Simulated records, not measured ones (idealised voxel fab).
voxel gate over fins: a process module
Section shown: cut. Width: 260 nm. Cell size: 5 nm, square.
Throughout this document, each cross-section is represented as a grid of square cells and is presented as a sequence of bands enumerated from the top downward, where a band comprises one or more rows of cells.
What a band's entry tells you: where the top is and where the bottom is, as heights in nm, and after that what lies inside, material by material from left to right, each with its width in nm. Empty space is written as the word "air", and a single material marked with the word "edge to edge" occupies the band from edge to edge.
The level at which height equals 0 is the one under which the wafer, as it arrives, is entirely one material. No lower edge exists for the bottom band, which continues downward and is notated as in "0 down".
Width "30 to 40": first value at the band's top row of cells, second value at its bottom row, equal change from row to row.
"stayed the same", as given for a step, is the statement that not any cell of the cross-section underwent a change during that step.
This entry, "Cavities, sealed", enumerates those empty regions of no fewer than 8 cells that possess no open connection to the top. Each region is reported in the form width x height at distance, the distance being taken from the left edge, with all three quantities expressed in nm.
Post-settings text on a step line: simulator's own remark regarding the step.
You can add "overlay nm" to a step's line. For a step with a mask, it describes how far the mask lay to the right of its planned position, and a negative number describes a lay to the left.

This section lists the process steps that were planned:
1. RECEIVE with material Si
2. CONFORMAL_DEP with material SiN, thk nm 5
3. PATTERN with tone cover, mask id FINS, material resist, width nm 15, pitch nm 60, thk nm 20, overlay nm 0
4. DIRECTIONAL_ETCH with etch materials SiN, depth nm 5
5. DIRECTIONAL_ETCH with etch materials Si, depth nm 40
6. STRIP with etch materials resist
7. OXIDIZE with depth nm 5
8. FILL_DEP with material SiO2, thk nm 10
9. CMP with height nm 5
10. PATTERN with tone open, mask id RAIL, material resist, width nm 15, thk nm 15, overlay nm 0
11. DIRECTIONAL_ETCH with etch materials SiO2, depth nm 40
12. STRIP with etch materials resist
13. CONFORMAL_DEP with material TiN, thk nm 5
14. FILL_DEP with material Ru, thk nm 5
15. CMP with height nm 5
16. SELECTIVE_ETCH with etch materials W Ru TiN, depth nm 30
17. FILL_DEP with material SiO2, thk nm 5
18. CMP with height nm 5
19. SELECTIVE_ETCH with etch materials SiO2, depth nm 20
20. STRIP with etch materials SiN
21. CONFORMAL_DEP with material HfO2, thk nm 5
22. CONFORMAL_DEP with material TiN, thk nm 5
23. CONFORMAL_DEP with material TiAl, thk nm 5
24. CONFORMAL_DEP with material TiN, thk nm 5
25. FILL_DEP with material W, thk nm 15
26. CMP with height nm 30
27. CONFORMAL_DEP with material SiCN, thk nm 10
Variable across wafers: step 10 width nm (plan value is that of the first wafer; starting state common to all).

Cross-sectional view of the first of several wafers in the as-received condition, corresponding to the state following step 1:
* 0 down | Si edge to edge
* Cavities, sealed: none

Depicted here is the first of several wafers in cross-section, at module completion following the last step, step 27:
* 40 to 30 | SiCN edge to edge
* 30 to 20 | W edge to edge
* 20 to 15 | 45 W | 45 TiN | 15 W | 45 TiN | 15 W | 45 TiN | 50 W
* 15 to 10 | 45 W | 5 TiN | 35 TiAl | 5 TiN | 15 W | 5 TiN | 35 TiAl | 5 TiN | 15 W | 5 TiN | 35 TiAl | 5 TiN | 50 W
* 10 to 5 | 45 W | 5 TiN | 5 TiAl | 25 TiN | 5 TiAl | 5 TiN | 15 W | 5 TiN | 5 TiAl | 25 TiN | 5 TiAl | 5 TiN | 15 W | 5 TiN | 5 TiAl | 25 TiN | 5 TiAl | 5 TiN | 50 W
* 5 to 0 | 50 TiN | 5 TiAl | 5 TiN | 15 HfO2 | 5 TiN | 5 TiAl | 25 TiN | 5 TiAl | 5 TiN | 15 HfO2 | 5 TiN | 5 TiAl | 25 TiN | 5 TiAl | 5 TiN | 15 HfO2 | 5 TiN | 5 TiAl | 55 TiN
* 0 to -5 | 55 TiAl | 5 TiN | 5 HfO2 | 5 Si | 5 HfO2 | 5 TiN | 35 TiAl | 5 TiN | 5 HfO2 | 5 Si | 5 HfO2 | 5 TiN | 35 TiAl | 5 TiN | 5 HfO2 | 5 Si | 5 HfO2 | 5 TiN | 60 TiAl
* -5 to -10 | 60 TiN | 5 HfO2 | 5 Si | 5 HfO2 | 45 TiN | 5 HfO2 | 5 Si | 5 HfO2 | 45 TiN | 5 HfO2 | 5 Si | 5 HfO2 | 65 TiN
* -10 to -15 | 65 HfO2 | 5 Si | 55 HfO2 | 5 Si | 55 HfO2 | 5 Si | 70 HfO2
* -15 to -25 | 65 SiO2 | 5 Si | 55 SiO2 | 5 Si | 55 SiO2 | 5 Si | 70 SiO2
* -25 to -30 | 65 SiO2 | 5 Si | 20 SiO2 | 5 TiN | 5 Ru | 5 TiN | 20 SiO2 | 5 Si | 55 SiO2 | 5 Si | 70 SiO2
* -30 to -35 | 65 SiO2 | 5 Si | 20 SiO2 | 15 TiN | 20 SiO2 | 5 Si | 55 SiO2 | 5 Si | 70 SiO2
* -35 to -45 | 65 SiO2 | 5 Si | 55 SiO2 | 5 Si | 55 SiO2 | 5 Si | 70 SiO2
* -45 down | Si edge to edge
* Cavities, sealed: none

Cross-section at module completion, last wafer:
* 40 to 30 | SiCN edge to edge
* 30 to 20 | W edge to edge
* 20 to 15 | 45 W | 45 TiN | 15 W | 45 TiN | 15 W | 45 TiN | 50 W
* 15 to 10 | 45 W | 5 TiN | 35 TiAl | 5 TiN | 15 W | 5 TiN | 35 TiAl | 5 TiN | 15 W | 5 TiN | 35 TiAl | 5 TiN | 50 W
* 10 to 5 | 45 W | 5 TiN | 5 TiAl | 25 TiN | 5 TiAl | 5 TiN | 15 W | 5 TiN | 5 TiAl | 25 TiN | 5 TiAl | 5 TiN | 15 W | 5 TiN | 5 TiAl | 25 TiN | 5 TiAl | 5 TiN | 50 W
* 5 to 0 | 50 TiN | 5 TiAl | 5 TiN | 15 HfO2 | 5 TiN | 5 TiAl | 25 TiN | 5 TiAl | 5 TiN | 15 HfO2 | 5 TiN | 5 TiAl | 25 TiN | 5 TiAl | 5 TiN | 15 HfO2 | 5 TiN | 5 TiAl | 55 TiN
* 0 to -5 | 55 TiAl | 5 TiN | 5 HfO2 | 5 Si | 5 HfO2 | 5 TiN | 35 TiAl | 5 TiN | 5 HfO2 | 5 Si | 5 HfO2 | 5 TiN | 35 TiAl | 5 TiN | 5 HfO2 | 5 Si | 5 HfO2 | 5 TiN | 60 TiAl
* -5 to -10 | 60 TiN | 5 HfO2 | 5 Si | 5 HfO2 | 45 TiN | 5 HfO2 | 5 Si | 5 HfO2 | 45 TiN | 5 HfO2 | 5 Si | 5 HfO2 | 65 TiN
* -10 to -15 | 65 HfO2 | 5 Si | 55 HfO2 | 5 Si | 55 HfO2 | 5 Si | 70 HfO2
* -15 to -25 | 65 SiO2 | 5 Si | 55 SiO2 | 5 Si | 55 SiO2 | 5 Si | 70 SiO2
* -25 to -30 | 65 SiO2 | 5 Si | 15 SiO2 | 5 TiN | 20 Ru | 5 TiN | 10 SiO2 | 5 Si | 55 SiO2 | 5 Si | 70 SiO2
* -30 to -35 | 65 SiO2 | 5 Si | 15 SiO2 | 30 TiN | 10 SiO2 | 5 Si | 55 SiO2 | 5 Si | 70 SiO2
* -35 to -45 | 65 SiO2 | 5 Si | 55 SiO2 | 5 Si | 55 SiO2 | 5 Si | 70 SiO2
* -45 down | Si edge to edge
* Cavities, sealed: none

The rows of the table below are wafers. Looking at the end of the module, a row counts, for every material, the cells the wafer has gained, shown as (+), or lost, shown as (-), since it was received; its closed voids come next:
width nm 15, +70 HfO2, +1 Ru, -441 Si, +104 SiCN, +288 SiO2, +70 TiAl, +145 TiN, +179 W, Cavities, sealed: none
width nm 20, +70 HfO2, +2 Ru, -441 Si, +104 SiCN, +286 SiO2, +70 TiAl, +146 TiN, +179 W, Cavities, sealed: none
width nm 25, +70 HfO2, +3 Ru, -441 Si, +104 SiCN, +284 SiO2, +70 TiAl, +147 TiN, +179 W, Cavities, sealed: none
width nm 30, +70 HfO2, +4 Ru, -441 Si, +104 SiCN, +282 SiO2, +70 TiAl, +148 TiN, +179 W, Cavities, sealed: none
